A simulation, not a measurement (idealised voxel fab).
Module name: voxel double patterning (process module)
For reference, the cross-section in this document is cut, with width 160 nm and square cells of 5 nm.
Notation: cross-section as square-cell grid; stated in bands, top first, going down; one or more cell rows per band.
A band entry consists of two parts. The first gives the height of the band's top and the height of its bottom, in nm. The rest lists the band's materials from left to right, each with its width in nm. A single material labelled with the word "all across" fills the band from edge to edge, and the word "air" marks empty space.
It should be noted that heights are counted from 0, beneath which the wafer as supplied is of one material throughout, and that the lowest band possesses no lower boundary but continues downward, as written in "top 0, no bottom".
Width "30..40": first value at the band's top row of cells, second value at its bottom row, equal change from row to row.
The designation "nothing got changed", where it is given for a processing step, indicates that no cell of the cross-section was altered in the course of that step.
Look at "Closed internal voids" for the closed voids: empty spaces with no open path to the top, sized 8 cells or up. Each is width x height at distance, distance from the left edge, all nm.
On a step's line, text after the settings is the simulator commenting on that step.
"overlay nm" on a masked step: distance the mask lay right of its planned place, negative for left.

-- List of planned process steps
1: RECEIVE with material Si
2: CONFORMAL_DEP with material SiO2, thk nm 10
3: DIRECTIONAL_DEP with material W, thk nm 20
4: DIRECTIONAL_DEP with material SiCN, thk nm 5
5: MASKED_ETCH with tone open, mask id FIRST, width nm 15, pitch nm 50, etch materials SiCN, depth nm 5, overlay nm 0
6: MASKED_ETCH with tone open, mask id SECOND, width nm 15, pitch nm 50, etch materials SiCN, depth nm 5, overlay nm 0
7: DIRECTIONAL_ETCH with etch materials W, depth nm 20
8: STRIP with etch materials SiCN

-- First wafer out of two, processed as planned

-- Here's what the wafer looked like in cross-section when it arrived - that's after step 1
> top 0, no bottom: Si all across
> Closed internal voids: none

-- State of the wafer after step 2, shown in cross-section
> top 10, bottom 0: SiO2 all across
> No changes below 0.

-- State of the wafer after step 3, shown in cross-section
> top 30, bottom 10: W all across
> No changes below 10.

-- State of the wafer after step 4, shown in cross-section
> top 35, bottom 30: SiCN all across
> No changes below 30.

-- State of the wafer after step 5, shown in cross-section
> top 35, bottom 30: SiCN (20) / air (15) / SiCN (35) / air (15) / SiCN (35) / air (15) / SiCN (25)
> No changes below 30.

-- State of the wafer after step 6, shown in cross-section
> top 35, bottom 30: SiCN (20) / air (15) / SiCN (10) / air (15) / SiCN (10) / air (15) / SiCN (10) / air (15) / SiCN (10) / air (15) / SiCN (25)
> No changes below 30.

-- State of the wafer after step 7, shown in cross-section
> top 35, bottom 30: SiCN (20) / air (15) / SiCN (10) / air (15) / SiCN (10) / air (15) / SiCN (10) / air (15) / SiCN (10) / air (15) / SiCN (25)
> top 30, bottom 10: W (20) / air (15) / W (10) / air (15) / W (10) / air (15) / W (10) / air (15) / W (10) / air (15) / W (25)
> No changes below 10.

-- State of the wafer after step 8, shown in cross-section
> top 30, bottom 10: W (20) / air (15) / W (10) / air (15) / W (10) / air (15) / W (10) / air (15) / W (10) / air (15) / W (25)
> No changes below 10.

-- Second wafer. Start and plan as for the first. One mistake made in running. Agrees with the first up to and including step 1

-- when step 2 should have ended
> top 20, bottom 0: W all across
> No changes below 0.

-- when step 3 should have ended
> top 30, bottom 20: SiO2 all across
> No changes below 20.

-- when step 4 should have ended
> top 35, bottom 30: SiCN all across
> No changes below 30.

-- when step 5 should have ended
> top 35, bottom 30: SiCN (20) / air (15) / SiCN (35) / air (15) / SiCN (35) / air (15) / SiCN (25)
> No changes below 30.

-- when step 6 should have ended
> top 35, bottom 30: SiCN (20) / air (15) / SiCN (10) / air (15) / SiCN (10) / air (15) / SiCN (10) / air (15) / SiCN (10) / air (15) / SiCN (25)
> No changes below 30.

when step 7 should have ended: nothing got changed

-- when step 8 should have ended
> top 30, bottom 20: SiO2 all across
> No changes below 20.
Misprocessing identified: ran 2 and 3 in swapped order versus the plan
End of process, cell counts, second wafer against first, materials with more or fewer: 60 more of W
